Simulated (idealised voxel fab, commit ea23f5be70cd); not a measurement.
process module | voxel lift off
cross-section cut | 300 nm wide | cells 5 nm
A cross-section is a grid of square cells, given in bands from the top down. A band is one or more rows of cells.
Each band's line starts with the height of the band's top and of its bottom, in nm. Then come its materials from left to right, each with its width in nm. One material with "throughout" fills the band from edge to edge. "air" is empty space.
Height 0 is the level under which the wafer as received is all one material. The lowest band goes on downwards, as in "0 down".
A width such as "30 to 40" changes by the same amount from each row of cells to the next, from the band's top row to its bottom row.
"no change" after a step means that no cell of the cross-section changed.
closed voids: empty space of 8 cells or more with no open way to the top, each as width x height at its distance from the left edge, in nm
after a step's settings: what the simulator itself notes on the step
overlay nm, on a step with a mask: how far to the right of its planned place the mask lay; to the left if negative
plan
1 op RECEIVE | material Si
2 op CONFORMAL_DEP | material SiN | thk nm 10
3 op PATTERN | tone open | mask id LINES | material resist | width nm 25 | pitch nm 45 | thk nm 15 | overlay nm 0
4 op DIRECTIONAL_DEP | material Ru | thk nm 5
5 op STRIP | etch materials resist
6 op CONFORMAL_DEP | material SiCN | thk nm 5
as received, after step 1
  0 down: Si throughout
  closed voids: none
a wafer at the end: this start, this plan, one mistake
  20 to 15: SiCN 75 | air 15 | SiCN 30 | air 15 | SiCN 30 | air 15 | SiCN 30 | air 15 | SiCN 75
  15 to 10: Ru 70 | SiCN 25 | Ru 20 | SiCN 25 | Ru 20 | SiCN 25 | Ru 20 | SiCN 25 | Ru 70
  10 to 0: SiN throughout
  0 down: Si throughout
  closed voids: none
what went wrong: step 3 ran as: op PATTERN | tone cover | mask id LINES | material resist | width nm 25 | pitch nm 45 | thk nm 15 | overlay nm 0
